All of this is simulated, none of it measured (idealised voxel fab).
The following is a process module called voxel transistor to metal.
Square cells of 5 nm make up the cross-section cut, whose width is 205 nm.
Think of the cross-section as a grid of square cells. We describe it in bands, top to bottom, and each band covers one or more rows of those cells.
What a band's entry tells you: where the top is and where the bottom is, as heights in nm, and after that what lies inside, material by material from left to right, each with its width in nm. Empty space is written as the word "empty", and a single material marked with the word "full width" occupies the band from edge to edge.
Heads up on the height convention: 0 is the point under which the incoming wafer is all one material, and the lowest band has no bottom, it just keeps going down, like "from 0 down".
Width spec "30..40" -> top row of cells at first value, bottom row at second value, equal per-row change in between.
When a step is marked "nothing got changed", none of the cells in the cross-section changed during that step.
"Listed closed voids" - sealed voids, min. 8 cells, no opening to top; format: width x height at distance (distance from left edge; nm throughout).
It should be noted that, on the line of a given step, the content following the step's settings is a remark produced by the simulator itself with respect to that step.
overlay nm: where the mask lay relative to plan, measured to the right, on steps with a mask; negatives go left.
PROCESS STEPS (PLANNED)
1. RECEIVE (material Si)
2. CONFORMAL_DEP (material SiO2; thk nm 5)
3. CONFORMAL_DEP (material SiN; thk nm 15)
4. DIRECTIONAL_DEP (material aC; thk nm 10)
5. PATTERN (tone cover; mask id ACTIVE; material resist; width nm 120; thk nm 30; overlay nm 0)
6. DIRECTIONAL_ETCH (etch materials aC; depth nm 10)
7. STRIP (etch materials resist)
8. DIRECTIONAL_ETCH (etch materials SiN; depth nm 15)
9. DIRECTIONAL_ETCH (etch materials SiO2; depth nm 5)
10. DIRECTIONAL_ETCH (etch materials Si; depth nm 30)
11. STRIP (etch materials aC)
12. FILL_DEP (material SiO2; thk nm 5)
13. CMP (height nm 20)
14. SELECTIVE_ETCH (etch materials SiO2; depth nm 15)
15. STRIP (etch materials SiN)
16. SELECTIVE_ETCH (etch materials SiO2; depth nm 5)
17. OXIDIZE (depth nm 5)
18. DIRECTIONAL_DEP (material polySi; thk nm 30)
19. DIRECTIONAL_DEP (material SiCN; thk nm 15)
20. DIRECTIONAL_DEP (material aC; thk nm 10)
21. PATTERN (tone cover; mask id GATE; material resist; width nm 20; thk nm 30; overlay nm 0)
22. DIRECTIONAL_ETCH (etch materials aC; depth nm 10)
23. STRIP (etch materials resist)
24. DIRECTIONAL_ETCH (etch materials SiCN; depth nm 25)
25. DIRECTIONAL_ETCH (etch materials polySi; depth nm 40)
26. STRIP (etch materials aC)
27. CONFORMAL_DEP (material SiN; thk nm 10)
28. DIRECTIONAL_ETCH (etch materials SiN; depth nm 10)
29. DIRECTIONAL_ETCH (etch materials SiO2; depth nm 5)
30. EPI (material nSi; thk nm 5)
31. FILL_DEP (material SiO2; thk nm 5)
32. CMP (height nm 45)
33. DIRECTIONAL_DEP (material SiO2; thk nm 15)
34. PATTERN (tone open; mask id CONTACT; material resist; width nm 20; pitch nm 80; thk nm 15; overlay nm 0)
35. DIRECTIONAL_ETCH (etch materials SiO2; depth nm 60)
36. STRIP (etch materials resist)
37. CONFORMAL_DEP (material TiN; thk nm 5)
38. FILL_DEP (material W; thk nm 5)
39. CMP (height nm 60)
40. DIRECTIONAL_DEP (material TiN; thk nm 5)
41. DIRECTIONAL_DEP (material Ru; thk nm 15)
42. MASKED_ETCH (tone cover; mask id METAL_1; width nm 20; pitch nm 80; etch materials Ru; depth nm 15; overlay nm 0)
43. MASKED_ETCH (tone cover; mask id METAL_1; width nm 20; pitch nm 80; etch materials TiN; depth nm 5; overlay nm 0)
44. FILL_DEP (material SiO2; thk nm 5)
45. CMP (height nm 80)
46. CONFORMAL_DEP (material SiCN; thk nm 5)
47. DIRECTIONAL_DEP (material lowk; thk nm 25)
48. PATTERN (tone open; mask id METAL_2_HOLES; material resist; width nm 15; pitch nm 80; thk nm 20; overlay nm 0)
49. DIRECTIONAL_ETCH (etch materials lowk; depth nm 25)
50. STRIP (etch materials resist)
51. MASKED_ETCH (tone open; mask id METAL_2; width nm 20; pitch nm 80; etch materials lowk; depth nm 15; overlay nm 0)
52. MASKED_ETCH (tone open; mask id METAL_2; width nm 20; pitch nm 80; etch materials SiCN; depth nm 5; overlay nm 0)
53. CONFORMAL_DEP (material TiN; thk nm 5)
54. FILL_DEP (material Cu; thk nm 10)
55. CMP (height nm 110)
56. CONFORMAL_DEP (material SiN; thk nm 5)
FIRST WAFER OF TWO (RUN AS PLANNED)
CROSS-SECTION: WAFER ON ARRIVAL = AFTER STEP 1
  from 0 down  Si full width
  Listed closed voids: none
PRESENTED HERE IS A CROSS-SECTION OF THE WAFER AFTER STEP 2 HAS BEEN PERFORMED
  from 5 to 0  SiO2 full width
  Unchanged below 0.
PRESENTED HERE IS A CROSS-SECTION OF THE WAFER AFTER STEP 3 HAS BEEN PERFORMED
  from 20 to 5  SiN full width
  Unchanged below 5.
PRESENTED HERE IS A CROSS-SECTION OF THE WAFER AFTER STEP 4 HAS BEEN PERFORMED
  from 30 to 20  aC full width
  Unchanged below 20.
PRESENTED HERE IS A CROSS-SECTION OF THE WAFER AFTER STEP 5 HAS BEEN PERFORMED
  from 60 to 30  40 of empty, then 120 of resist, then 45 of empty
  Unchanged below 30.
PRESENTED HERE IS A CROSS-SECTION OF THE WAFER AFTER STEP 6 HAS BEEN PERFORMED
  from 50 to 30  40 of empty, then 120 of resist, then 45 of empty
  from 30 to 20  40 of empty, then 120 of aC, then 45 of empty
  Unchanged below 20.
PRESENTED HERE IS A CROSS-SECTION OF THE WAFER AFTER STEP 7 HAS BEEN PERFORMED
  from 30 to 20  40 of empty, then 120 of aC, then 45 of empty
  Unchanged below 20.
PRESENTED HERE IS A CROSS-SECTION OF THE WAFER AFTER STEP 8 HAS BEEN PERFORMED
  from 30 to 20  40 of empty, then 120 of aC, then 45 of empty
  from 20 to 5  40 of empty, then 120 of SiN, then 45 of empty
  Unchanged below 5.
PRESENTED HERE IS A CROSS-SECTION OF THE WAFER AFTER STEP 9 HAS BEEN PERFORMED
  from 30 to 20  40 of empty, then 120 of aC, then 45 of empty
  from 20 to 5  40 of empty, then 120 of SiN, then 45 of empty
  from 5 to 0  40 of empty, then 120 of SiO2, then 45 of empty
  Unchanged below 0.
PRESENTED HERE IS A CROSS-SECTION OF THE WAFER AFTER STEP 10 HAS BEEN PERFORMED
  from 30 to 20  40 of empty, then 120 of aC, then 45 of empty
  from 20 to 5  40 of empty, then 120 of SiN, then 45 of empty
  from 5 to 0  40 of empty, then 120 of SiO2, then 45 of empty
  from 0 to -30  40 of empty, then 120 of Si, then 45 of empty
  Unchanged below -30.
PRESENTED HERE IS A CROSS-SECTION OF THE WAFER AFTER STEP 11 HAS BEEN PERFORMED
  from 20 to 5  40 of empty, then 120 of SiN, then 45 of empty
  Unchanged below 5.
PRESENTED HERE IS A CROSS-SECTION OF THE WAFER AFTER STEP 12 HAS BEEN PERFORMED
  from 25 to 20  SiO2 full width
  from 20 to 5  40 of SiO2, then 120 of SiN, then 45 of SiO2
  from 5 to 0  SiO2 full width
  from 0 to -30  40 of SiO2, then 120 of Si, then 45 of SiO2
  Unchanged below -30.
PRESENTED HERE IS A CROSS-SECTION OF THE WAFER AFTER STEP 13 HAS BEEN PERFORMED
  from 20 to 5  40 of SiO2, then 120 of SiN, then 45 of SiO2
  Unchanged below 5.
PRESENTED HERE IS A CROSS-SECTION OF THE WAFER AFTER STEP 14 HAS BEEN PERFORMED
  from 20 to 5  40 of empty, then 120 of SiN, then 45 of empty
  Unchanged below 5.
PRESENTED HERE IS A CROSS-SECTION OF THE WAFER AFTER STEP 15 HAS BEEN PERFORMED
  from 5 to 0  SiO2 full width
  Unchanged below 0.
PRESENTED HERE IS A CROSS-SECTION OF THE WAFER AFTER STEP 16 HAS BEEN PERFORMED
  from 0 to -30  40 of SiO2, then 120 of Si, then 45 of SiO2
  Unchanged below -30.
PRESENTED HERE IS A CROSS-SECTION OF THE WAFER AFTER STEP 17 HAS BEEN PERFORMED
  from 0 to -5  SiO2 full width
  Unchanged below -5.
PRESENTED HERE IS A CROSS-SECTION OF THE WAFER AFTER STEP 18 HAS BEEN PERFORMED
  from 30 to 0  polySi full width
  Unchanged below 0.
PRESENTED HERE IS A CROSS-SECTION OF THE WAFER AFTER STEP 19 HAS BEEN PERFORMED
  from 45 to 30  SiCN full width
  Unchanged below 30.
PRESENTED HERE IS A CROSS-SECTION OF THE WAFER AFTER STEP 20 HAS BEEN PERFORMED
  from 55 to 45  aC full width
  Unchanged below 45.
PRESENTED HERE IS A CROSS-SECTION OF THE WAFER AFTER STEP 21 HAS BEEN PERFORMED
  from 85 to 55  90 of empty, then 20 of resist, then 95 of empty
  Unchanged below 55.
PRESENTED HERE IS A CROSS-SECTION OF THE WAFER AFTER STEP 22 HAS BEEN PERFORMED
  from 75 to 55  90 of empty, then 20 of resist, then 95 of empty
  from 55 to 45  90 of empty, then 20 of aC, then 95 of empty
  Unchanged below 45.
PRESENTED HERE IS A CROSS-SECTION OF THE WAFER AFTER STEP 23 HAS BEEN PERFORMED
  from 55 to 45  90 of empty, then 20 of aC, then 95 of empty
  Unchanged below 45.
PRESENTED HERE IS A CROSS-SECTION OF THE WAFER AFTER STEP 24 HAS BEEN PERFORMED
  from 55 to 45  90 of empty, then 20 of aC, then 95 of empty
  from 45 to 30  90 of empty, then 20 of SiCN, then 95 of empty
  Unchanged below 30.
PRESENTED HERE IS A CROSS-SECTION OF THE WAFER AFTER STEP 25 HAS BEEN PERFORMED
  from 55 to 45  90 of empty, then 20 of aC, then 95 of empty
  from 45 to 30  90 of empty, then 20 of SiCN, then 95 of empty
  from 30 to 0  90 of empty, then 20 of polySi, then 95 of empty
  Unchanged below 0.
PRESENTED HERE IS A CROSS-SECTION OF THE WAFER AFTER STEP 26 HAS BEEN PERFORMED
  from 45 to 30  90 of empty, then 20 of SiCN, then 95 of empty
  Unchanged below 30.
PRESENTED HERE IS A CROSS-SECTION OF THE WAFER AFTER STEP 27 HAS BEEN PERFORMED
  from 55 to 45  80 of empty, then 40 of SiN, then 85 of empty
  from 45 to 30  80 of empty, then 10 of SiN, then 20 of SiCN, then 10 of SiN, then 85 of empty
  from 30 to 10  80 of empty, then 10 of SiN, then 20 of polySi, then 10 of SiN, then 85 of empty
  from 10 to 0  90 of SiN, then 20 of polySi, then 95 of SiN
  Unchanged below 0.
PRESENTED HERE IS A CROSS-SECTION OF THE WAFER AFTER STEP 28 HAS BEEN PERFORMED
  from 45 to 30  80 of empty, then 10 of SiN, then 20 of SiCN, then 10 of SiN, then 85 of empty
  from 30 to 0  80 of empty, then 10 of SiN, then 20 of polySi, then 10 of SiN, then 85 of empty
  Unchanged below 0.
PRESENTED HERE IS A CROSS-SECTION OF THE WAFER AFTER STEP 29 HAS BEEN PERFORMED
  from 45 to 30  80 of empty, then 10 of SiN, then 20 of SiCN, then 10 of SiN, then 85 of empty
  from 30 to 0  80 of empty, then 10 of SiN, then 20 of polySi, then 10 of SiN, then 85 of empty
  from 0 to -5  80 of empty, then 40 of SiO2, then 85 of empty
  Unchanged below -5.
PRESENTED HERE IS A CROSS-SECTION OF THE WAFER AFTER STEP 30 HAS BEEN PERFORMED
  from 45 to 30  80 of empty, then 10 of SiN, then 20 of SiCN, then 10 of SiN, then 85 of empty
  from 30 to 0  80 of empty, then 10 of SiN, then 20 of polySi, then 10 of SiN, then 85 of empty
  from 0 to -5  35 of empty, then 45 of nSi, then 40 of SiO2, then 45 of nSi, then 40 of empty
  Unchanged below -5.
PRESENTED HERE IS A CROSS-SECTION OF THE WAFER AFTER STEP 31 HAS BEEN PERFORMED
  from 50 to 45  SiO2 full width
  from 45 to 30  80 of SiO2, then 10 of SiN, then 20 of SiCN, then 10 of SiN, then 85 of SiO2
  from 30 to 0  80 of SiO2, then 10 of SiN, then 20 of polySi, then 10 of SiN, then 85 of SiO2
  from 0 to -5  35 of SiO2, then 45 of nSi, then 40 of SiO2, then 45 of nSi, then 40 of SiO2
  Unchanged below -5.
PRESENTED HERE IS A CROSS-SECTION OF THE WAFER AFTER STEP 32 HAS BEEN PERFORMED
  from 45 to 30  80 of SiO2, then 10 of SiN, then 20 of SiCN, then 10 of SiN, then 85 of SiO2
  Unchanged below 30.
PRESENTED HERE IS A CROSS-SECTION OF THE WAFER AFTER STEP 33 HAS BEEN PERFORMED
  from 60 to 45  SiO2 full width
  Unchanged below 45.
PRESENTED HERE IS A CROSS-SECTION OF THE WAFER AFTER STEP 34 HAS BEEN PERFORMED
  from 75 to 60  50 of resist, then 20 of empty, then 60 of resist, then 20 of empty, then 55 of resist
  Unchanged below 60.
PRESENTED HERE IS A CROSS-SECTION OF THE WAFER AFTER STEP 35 HAS BEEN PERFORMED
  from 75 to 60  50 of resist, then 20 of empty, then 60 of resist, then 20 of empty, then 55 of resist
  from 60 to 45  50 of SiO2, then 20 of empty, then 60 of SiO2, then 20 of empty, then 55 of SiO2
  from 45 to 30  50 of SiO2, then 20 of empty, then 10 of SiO2, then 10 of SiN, then 20 of SiCN, then 10 of SiN, then 10 of SiO2, then 20 of empty, then 55 of SiO2
  from 30 to 0  50 of SiO2, then 20 of empty, then 10 of SiO2, then 10 of SiN, then 20 of polySi, then 10 of SiN, then 10 of SiO2, then 20 of empty, then 55 of SiO2
  Unchanged below 0.
PRESENTED HERE IS A CROSS-SECTION OF THE WAFER AFTER STEP 36 HAS BEEN PERFORMED
  from 60 to 45  50 of SiO2, then 20 of empty, then 60 of SiO2, then 20 of empty, then 55 of SiO2
  Unchanged below 45.
PRESENTED HERE IS A CROSS-SECTION OF THE WAFER AFTER STEP 37 HAS BEEN PERFORMED
  from 65 to 60  55 of TiN, then 10 of empty, then 70 of TiN, then 10 of empty, then 60 of TiN
  from 60 to 45  50 of SiO2, then 5 of TiN, then 10 of empty, then 5 of TiN, then 60 of SiO2, then 5 of TiN, then 10 of empty, then 5 of TiN, then 55 of SiO2
  from 45 to 30  50 of SiO2, then 5 of TiN, then 10 of empty, then 5 of TiN, then 10 of SiO2, then 10 of SiN, then 20 of SiCN, then 10 of SiN, then 10 of SiO2, then 5 of TiN, then 10 of empty, then 5 of TiN, then 55 of SiO2
  from 30 to 5  50 of SiO2, then 5 of TiN, then 10 of empty, then 5 of TiN, then 10 of SiO2, then 10 of SiN, then 20 of polySi, then 10 of SiN, then 10 of SiO2, then 5 of TiN, then 10 of empty, then 5 of TiN, then 55 of SiO2
  from 5 to 0  50 of SiO2, then 20 of TiN, then 10 of SiO2, then 10 of SiN, then 20 of polySi, then 10 of SiN, then 10 of SiO2, then 20 of TiN, then 55 of SiO2
  Unchanged below 0.
PRESENTED HERE IS A CROSS-SECTION OF THE WAFER AFTER STEP 38 HAS BEEN PERFORMED
  from 70 to 65  W full width
  from 65 to 60  55 of TiN, then 10 of W, then 70 of TiN, then 10 of W, then 60 of TiN
  from 60 to 45  50 of SiO2, then 5 of TiN, then 10 of W, then 5 of TiN, then 60 of SiO2, then 5 of TiN, then 10 of W, then 5 of TiN, then 55 of SiO2
  from 45 to 30  50 of SiO2, then 5 of TiN, then 10 of W, then 5 of TiN, then 10 of SiO2, then 10 of SiN, then 20 of SiCN, then 10 of SiN, then 10 of SiO2, then 5 of TiN, then 10 of W, then 5 of TiN, then 55 of SiO2
  from 30 to 5  50 of SiO2, then 5 of TiN, then 10 of W, then 5 of TiN, then 10 of SiO2, then 10 of SiN, then 20 of polySi, then 10 of SiN, then 10 of SiO2, then 5 of TiN, then 10 of W, then 5 of TiN, then 55 of SiO2
  Unchanged below 5.
PRESENTED HERE IS A CROSS-SECTION OF THE WAFER AFTER STEP 39 HAS BEEN PERFORMED
  from 60 to 45  50 of SiO2, then 5 of TiN, then 10 of W, then 5 of TiN, then 60 of SiO2, then 5 of TiN, then 10 of W, then 5 of TiN, then 55 of SiO2
  Unchanged below 45.
PRESENTED HERE IS A CROSS-SECTION OF THE WAFER AFTER STEP 40 HAS BEEN PERFORMED
  from 65 to 60  TiN full width
  Unchanged below 60.
PRESENTED HERE IS A CROSS-SECTION OF THE WAFER AFTER STEP 41 HAS BEEN PERFORMED
  from 80 to 65  Ru full width
  Unchanged below 65.
PRESENTED HERE IS A CROSS-SECTION OF THE WAFER AFTER STEP 42 HAS BEEN PERFORMED
  from 80 to 65  50 of empty, then 20 of Ru, then 60 of empty, then 20 of Ru, then 55 of empty
  Unchanged below 65.
PRESENTED HERE IS A CROSS-SECTION OF THE WAFER AFTER STEP 43 HAS BEEN PERFORMED
  from 80 to 65  50 of empty, then 20 of Ru, then 60 of empty, then 20 of Ru, then 55 of empty
  from 65 to 60  50 of empty, then 20 of TiN, then 60 of empty, then 20 of TiN, then 55 of empty
  Unchanged below 60.
PRESENTED HERE IS A CROSS-SECTION OF THE WAFER AFTER STEP 44 HAS BEEN PERFORMED
  from 85 to 80  SiO2 full width
  from 80 to 65  50 of SiO2, then 20 of Ru, then 60 of SiO2, then 20 of Ru, then 55 of SiO2
  from 65 to 60  50 of SiO2, then 20 of TiN, then 60 of SiO2, then 20 of TiN, then 55 of SiO2
  Unchanged below 60.
PRESENTED HERE IS A CROSS-SECTION OF THE WAFER AFTER STEP 45 HAS BEEN PERFORMED
  from 80 to 65  50 of SiO2, then 20 of Ru, then 60 of SiO2, then 20 of Ru, then 55 of SiO2
  Unchanged below 65.
PRESENTED HERE IS A CROSS-SECTION OF THE WAFER AFTER STEP 46 HAS BEEN PERFORMED
  from 85 to 80  SiCN full width
  Unchanged below 80.
PRESENTED HERE IS A CROSS-SECTION OF THE WAFER AFTER STEP 47 HAS BEEN PERFORMED
  from 110 to 85  lowk full width
  Unchanged below 85.
PRESENTED HERE IS A CROSS-SECTION OF THE WAFER AFTER STEP 48 HAS BEEN PERFORMED
  from 130 to 110  50 of resist, then 15 of empty, then 65 of resist, then 15 of empty, then 60 of resist
  Unchanged below 110.
PRESENTED HERE IS A CROSS-SECTION OF THE WAFER AFTER STEP 49 HAS BEEN PERFORMED
  from 130 to 110  50 of resist, then 15 of empty, then 65 of resist, then 15 of empty, then 60 of resist
  from 110 to 85  50 of lowk, then 15 of empty, then 65 of lowk, then 15 of empty, then 60 of lowk
  Unchanged below 85.
PRESENTED HERE IS A CROSS-SECTION OF THE WAFER AFTER STEP 50 HAS BEEN PERFORMED
  from 110 to 85  50 of lowk, then 15 of empty, then 65 of lowk, then 15 of empty, then 60 of lowk
  Unchanged below 85.
PRESENTED HERE IS A CROSS-SECTION OF THE WAFER AFTER STEP 51 HAS BEEN PERFORMED
  from 110 to 95  50 of lowk, then 20 of empty, then 60 of lowk, then 20 of empty, then 55 of lowk
  Unchanged below 95.
PRESENTED HERE IS A CROSS-SECTION OF THE WAFER AFTER STEP 52 HAS BEEN PERFORMED
  from 110 to 95  50 of lowk, then 20 of empty, then 60 of lowk, then 20 of empty, then 55 of lowk
  from 95 to 85  50 of lowk, then 15 of empty, then 65 of lowk, then 15 of empty, then 60 of lowk
  from 85 to 80  50 of SiCN, then 15 of empty, then 65 of SiCN, then 15 of empty, then 60 of SiCN
  Unchanged below 80.
PRESENTED HERE IS A CROSS-SECTION OF THE WAFER AFTER STEP 53 HAS BEEN PERFORMED
  from 115 to 110  55 of TiN, then 10 of empty, then 70 of TiN, then 10 of empty, then 60 of TiN
  from 110 to 100  50 of lowk, then 5 of TiN, then 10 of empty, then 5 of TiN, then 60 of lowk, then 5 of TiN, then 10 of empty, then 5 of TiN, then 55 of lowk
  from 100 to 95  50 of lowk, then 5 of TiN, then 5 of empty, then 10 of TiN, then 60 of lowk, then 5 of TiN, then 5 of empty, then 10 of TiN, then 55 of lowk
  from 95 to 85  50 of lowk, then 5 of TiN, then 5 of empty, then 5 of TiN, then 65 of lowk, then 5 of TiN, then 5 of empty, then 5 of TiN, then 60 of lowk
  from 85 to 80  50 of SiCN, then 15 of TiN, then 65 of SiCN, then 15 of TiN, then 60 of SiCN
  Unchanged below 80.
PRESENTED HERE IS A CROSS-SECTION OF THE WAFER AFTER STEP 54 HAS BEEN PERFORMED
  from 125 to 115  Cu full width
  from 115 to 110  55 of TiN, then 10 of Cu, then 70 of TiN, then 10 of Cu, then 60 of TiN
  from 110 to 100  50 of lowk, then 5 of TiN, then 10 of Cu, then 5 of TiN, then 60 of lowk, then 5 of TiN, then 10 of Cu, then 5 of TiN, then 55 of lowk
  from 100 to 95  50 of lowk, then 5 of TiN, then 5 of Cu, then 10 of TiN, then 60 of lowk, then 5 of TiN, then 5 of Cu, then 10 of TiN, then 55 of lowk
  from 95 to 85  50 of lowk, then 5 of TiN, then 5 of Cu, then 5 of TiN, then 65 of lowk, then 5 of TiN, then 5 of Cu, then 5 of TiN, then 60 of lowk
  Unchanged below 85.
PRESENTED HERE IS A CROSS-SECTION OF THE WAFER AFTER STEP 55 HAS BEEN PERFORMED
  from 110 to 100  50 of lowk, then 5 of TiN, then 10 of Cu, then 5 of TiN, then 60 of lowk, then 5 of TiN, then 10 of Cu, then 5 of TiN, then 55 of lowk
  Unchanged below 100.
PRESENTED HERE IS A CROSS-SECTION OF THE WAFER AFTER STEP 56 HAS BEEN PERFORMED
  from 115 to 110  SiN full width
  Unchanged below 110.
WAFER TWO. SAME START, SAME PLAN, ONE SLIP IN EXECUTION. SAME AS WAFER ONE THROUGH STEP 54, INCLUSIVE
Cross-section of the second wafer when, according to plan, step 55 should have finished: nothing got changed
CROSS-SECTION OF THE SECOND WAFER WHEN, ACCORDING TO PLAN, STEP 56 SHOULD HAVE FINISHED
  from 130 to 125  SiN full width
  Unchanged below 125.
Deviation from plan: step 55 of the plan was jumped over and never run
It is noted that, at the conclusion of processing, the second wafer exhibits a higher or lower cell count for certain materials relative to the first: 86 more of Cu; 37 more of TiN
